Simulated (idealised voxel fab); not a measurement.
Process module under the name voxel wiring stack
275 nm wide, 5 nm square cells: that's cross-section cut.
If you're reading a cross-section in this doc, picture square cells in a grid; it comes to you as bands, top ones listed first down to the bottom, and a band can be one or more rows of cells. What a band's entry tells you: where the top is and where the bottom is, as heights in nm, and after that what lies inside, material by material from left to right, each with its width in nm. Empty space is written as the word "air", and a single material marked with the word "full width" occupies the band from edge to edge. Height reference: 0 = level under which incoming wafer is all one material. Lowest band: no bottom, runs on downward, e.g. "0 down". With a width like "30->40", each row of cells in the band differs from the next by the same amount, the top row carrying the first number and the bottom row the second. "remained unchanged" means the step left every cell of the cross-section as it was. Voids not open to the top, 8 cells minimum: see "Closed void listing". Written width x height at distance; distance is from the left edge; nm. On each step's line, the part that comes after the settings is the simulator's own comment on the step. overlay nm: for a step with a mask, the amount by which the mask lay right of where it was planned; a negative amount means left of it.
# Here's what the planned process steps look like
1 RECEIVE, material Si
2 CONFORMAL_DEP, material SiO2, thk nm 15
3 DIRECTIONAL_DEP, material TiN, thk nm 5
4 DIRECTIONAL_DEP, material Ru, thk nm 25
5 DIRECTIONAL_DEP, material aC, thk nm 15
6 PATTERN, tone cover, mask id METAL_1, material resist, width nm 20, pitch nm 40, thk nm 30, overlay nm 0
7 DIRECTIONAL_ETCH, etch materials aC, depth nm 15
8 STRIP, etch materials resist
9 DIRECTIONAL_ETCH, etch materials Ru, depth nm 25
10 DIRECTIONAL_ETCH, etch materials TiN, depth nm 5
11 STRIP, etch materials aC
12 FILL_DEP, material SiO2, thk nm 5
13 CMP, height nm 45
14 CONFORMAL_DEP, material SiCN, thk nm 5
15 DIRECTIONAL_DEP, material lowk, thk nm 30
16 PATTERN, tone open, mask id METAL_2_HOLES, material resist, width nm 15, pitch nm 80, thk nm 15, overlay nm 0
17 DIRECTIONAL_ETCH, etch materials lowk, depth nm 30
18 STRIP, etch materials resist
19 PATTERN, tone open, mask id METAL_2, material resist, width nm 20, pitch nm 40, thk nm 15, overlay nm 0
20 DIRECTIONAL_ETCH, etch materials lowk, depth nm 20
21 DIRECTIONAL_ETCH, etch materials SiCN, depth nm 5
22 STRIP, etch materials resist
23 CONFORMAL_DEP, material TiN, thk nm 5
24 FILL_DEP, material Ru, thk nm 5
25 CMP, height nm 80
26 CONFORMAL_DEP, material SiCN, thk nm 5
27 DIRECTIONAL_DEP, material SiO2, thk nm 35
28 DIRECTIONAL_DEP, material aC, thk nm 10
29 PATTERN, tone open, mask id METAL_3, material resist, width nm 20, pitch nm 40, thk nm 30, overlay nm 0
30 DIRECTIONAL_ETCH, etch materials aC, depth nm 10
31 STRIP, etch materials resist
32 DIRECTIONAL_ETCH, etch materials SiO2, depth nm 20
33 STRIP, etch materials aC
34 MASKED_ETCH, tone open, mask id METAL_3_HOLES, width nm 15, pitch nm 80, etch materials SiO2, depth nm 5, overlay nm 0
35 MASKED_ETCH, tone open, mask id METAL_3_HOLES, width nm 15, pitch nm 80, etch materials SiCN, depth nm 5, overlay nm 0
36 CONFORMAL_DEP, material TiN, thk nm 5
37 FILL_DEP, material Cu, thk nm 10
38 CMP, height nm 120
39 CONFORMAL_DEP, material SiN, thk nm 5
Among the wafers covered here, the point of difference is the depth nm at step 34; their starting state is shared, and the plan presents the value of the first wafer.
# After step 1, as received: first of several wafers, cross-section
  0 down = Si full width
  Closed void listing: none
# Last step of the module is step 39; after it, the first of several wafers in cross-section
  125 to 120 = SiN full width
  120 to 105 = SiO2 65, TiN 5, Cu 10, TiN 5, SiO2 20, TiN 5, Cu 10, TiN 5, SiO2 20, TiN 5, Cu 10, TiN 5, SiO2 20, TiN 5, Cu 10, TiN 5, SiO2 70
  105 to 100 = SiO2 65, TiN 5, Cu 5, TiN 10, SiO2 20, TiN 20, SiO2 20, TiN 5, Cu 5, TiN 10, SiO2 20, TiN 20, SiO2 70
  100 to 95 = SiO2 65, TiN 15, SiO2 65, TiN 15, SiO2 115
  95 to 85 = SiO2 full width
  85 to 80 = SiCN full width
  80 to 65 = lowk 65, TiN 5, Ru 10, TiN 5, lowk 20, TiN 5, Ru 10, TiN 5, lowk 20, TiN 5, Ru 10, TiN 5, lowk 20, TiN 5, Ru 10, TiN 5, lowk 70
  65 to 60 = lowk 65, TiN 5, Ru 5, TiN 10, lowk 20, TiN 20, lowk 20, TiN 5, Ru 5, TiN 10, lowk 20, TiN 20, lowk 70
  60 to 50 = lowk 65, TiN 5, Ru 5, TiN 5, lowk 65, TiN 5, Ru 5, TiN 5, lowk 115
  50 to 45 = SiCN 65, TiN 15, SiCN 65, TiN 15, SiCN 115
  45 to 20 = SiO2 65, Ru 20, SiO2 20, Ru 20, SiO2 20, Ru 20, SiO2 20, Ru 20, SiO2 70
  20 to 15 = SiO2 65, TiN 20, SiO2 20, TiN 20, SiO2 20, TiN 20, SiO2 20, TiN 20, SiO2 70
  15 to 0 = SiO2 full width
  0 down = Si full width
  Closed void listing: none
# Cross-section of the last wafer at end of module
  125 to 120 = SiN full width
  120 to 105 = SiO2 65, TiN 5, Cu 10, TiN 5, SiO2 20, TiN 5, Cu 10, TiN 5, SiO2 20, TiN 5, Cu 10, TiN 5, SiO2 20, TiN 5, Cu 10, TiN 5, SiO2 70
  105 to 100 = SiO2 65, TiN 5, Cu 5, TiN 10, SiO2 20, TiN 20, SiO2 20, TiN 5, Cu 5, TiN 10, SiO2 20, TiN 20, SiO2 70
  100 to 85 = SiO2 65, TiN 5, Cu 5, TiN 5, SiO2 65, TiN 5, Cu 5, TiN 5, SiO2 115
  85 to 80 = SiCN 65, TiN 15, SiCN 65, TiN 15, SiCN 115
  80 to 65 = lowk 65, TiN 5, Ru 10, TiN 5, lowk 20, TiN 5, Ru 10, TiN 5, lowk 20, TiN 5, Ru 10, TiN 5, lowk 20, TiN 5, Ru 10, TiN 5, lowk 70
  65 to 60 = lowk 65, TiN 5, Ru 5, TiN 10, lowk 20, TiN 20, lowk 20, TiN 5, Ru 5, TiN 10, lowk 20, TiN 20, lowk 70
  60 to 50 = lowk 65, TiN 5, Ru 5, TiN 5, lowk 65, TiN 5, Ru 5, TiN 5, lowk 115
  50 to 45 = SiCN 65, TiN 15, SiCN 65, TiN 15, SiCN 115
  45 to 20 = SiO2 65, Ru 20, SiO2 20, Ru 20, SiO2 20, Ru 20, SiO2 20, Ru 20, SiO2 70
  20 to 15 = SiO2 65, TiN 20, SiO2 20, TiN 20, SiO2 20, TiN 20, SiO2 20, TiN 20, SiO2 70
  15 to 0 = SiO2 full width
  0 down = Si full width
  Closed void listing: none
# Note: the following table is arranged by wafer, a row apiece. Each row reports the end-of-module state: per material, cells gained (+) or cells lost (-) compared with the wafer as received; closed voids follow
depth nm 5; +26 Cu; +110 Ru; +104 SiCN; +55 SiN; +714 SiO2; +112 TiN; +254 lowk; Closed void listing: none
depth nm 10; +28 Cu; +110 Ru; +104 SiCN; +55 SiN; +708 SiO2; +116 TiN; +254 lowk; Closed void listing: none
depth nm 15; +32 Cu; +110 Ru; +98 SiCN; +55 SiN; +702 SiO2; +124 TiN; +254 lowk; Closed void listing: none
depth nm 20; +32 Cu; +110 Ru; +98 SiCN; +55 SiN; +702 SiO2; +124 TiN; +254 lowk; Closed void listing: none
depth nm 25; +32 Cu; +110 Ru; +98 SiCN; +55 SiN; +702 SiO2; +124 TiN; +254 lowk; Closed void listing: none
depth nm 30; +32 Cu; +110 Ru; +98 SiCN; +55 SiN; +702 SiO2; +124 TiN; +254 lowk; Closed void listing: none
